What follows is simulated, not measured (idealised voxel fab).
process module | voxel ribs on slabs
cross-section cut | 170 nm wide | cells 5 nm
A cross-section is a grid of square cells, given in bands from the top down. A band is one or more rows of cells.
Each band's line starts with the height of the band's top and of its bottom, in nm. Then come its materials from left to right, each with its width in nm. One material with "throughout" fills the band from edge to edge. "air" is empty space.
Height 0 is the level under which the wafer as received is all one material. The lowest band goes on downwards, as in "0 down".
A width such as "30 to 40" changes by the same amount from each row of cells to the next, from the band's top row to its bottom row.
"no change" after a step means that no cell of the cross-section changed.
closed voids: empty space of 8 cells or more with no open way to the top, each as width x height at its distance from the left edge, in nm
after a step's settings: what the simulator itself notes on the step
overlay nm, on a step with a mask: how far to the right of its planned place the mask lay; to the left if negative
plan
1 op RECEIVE | material Si
2 op DIRECTIONAL_DEP | material SiO2 | thk nm 30
3 op DIRECTIONAL_DEP | material polySi | thk nm 25
4 op MASKED_ETCH | tone cover | mask id RIB | width nm 30 | etch materials polySi | depth nm 15 | overlay nm 0
5 op DIRECTIONAL_DEP | material aC | thk nm 10
6 op PATTERN | tone cover | mask id SLAB | material resist | width nm 80 | thk nm 25 | overlay nm 0
7 op DIRECTIONAL_ETCH | etch materials aC | depth nm 10
8 op STRIP | etch materials resist
9 op DIRECTIONAL_ETCH | etch materials polySi | depth nm 10
10 op STRIP | etch materials aC
11 op FILL_DEP | material SiO2 | thk nm 15
12 op CMP | height nm 65
13 op DIRECTIONAL_DEP | material TiN | thk nm 10
14 op PATTERN | tone cover | mask id HEATER | material resist | width nm 40 | thk nm 15 | overlay nm 0
15 op DIRECTIONAL_ETCH | etch materials TiN | depth nm 10
16 op STRIP | etch materials resist
17 op CONFORMAL_DEP | material SiO2 | thk nm 10
as received, after step 1
  0 down: Si throughout
  closed voids: none
first wafer at the end, as planned
  85 to 75: air 55 | SiO2 60 | air 55
  75 to 65: SiO2 65 | TiN 40 | SiO2 65
  65 to 55: SiO2 throughout
  55 to 40: SiO2 70 | polySi 30 | SiO2 70
  40 to 30: SiO2 45 | polySi 80 | SiO2 45
  30 to 0: SiO2 throughout
  0 down: Si throughout
  closed voids: none
second wafer at the end: like start, like plan, one mistake
  85 to 75: air 55 | polySi 60 | air 55
  75 to 65: polySi 65 | TiN 40 | polySi 65
  65 to 55: SiO2 throughout
  55 to 40: SiO2 70 | polySi 30 | SiO2 70
  40 to 30: SiO2 45 | polySi 80 | SiO2 45
  30 to 0: SiO2 throughout
  0 down: Si throughout
  closed voids: none
what went wrong: step 17 ran as: op CONFORMAL_DEP | material polySi | thk nm 10
at the end the second wafer has, in cells: 76 fewer of SiO2 | 76 more of polySi
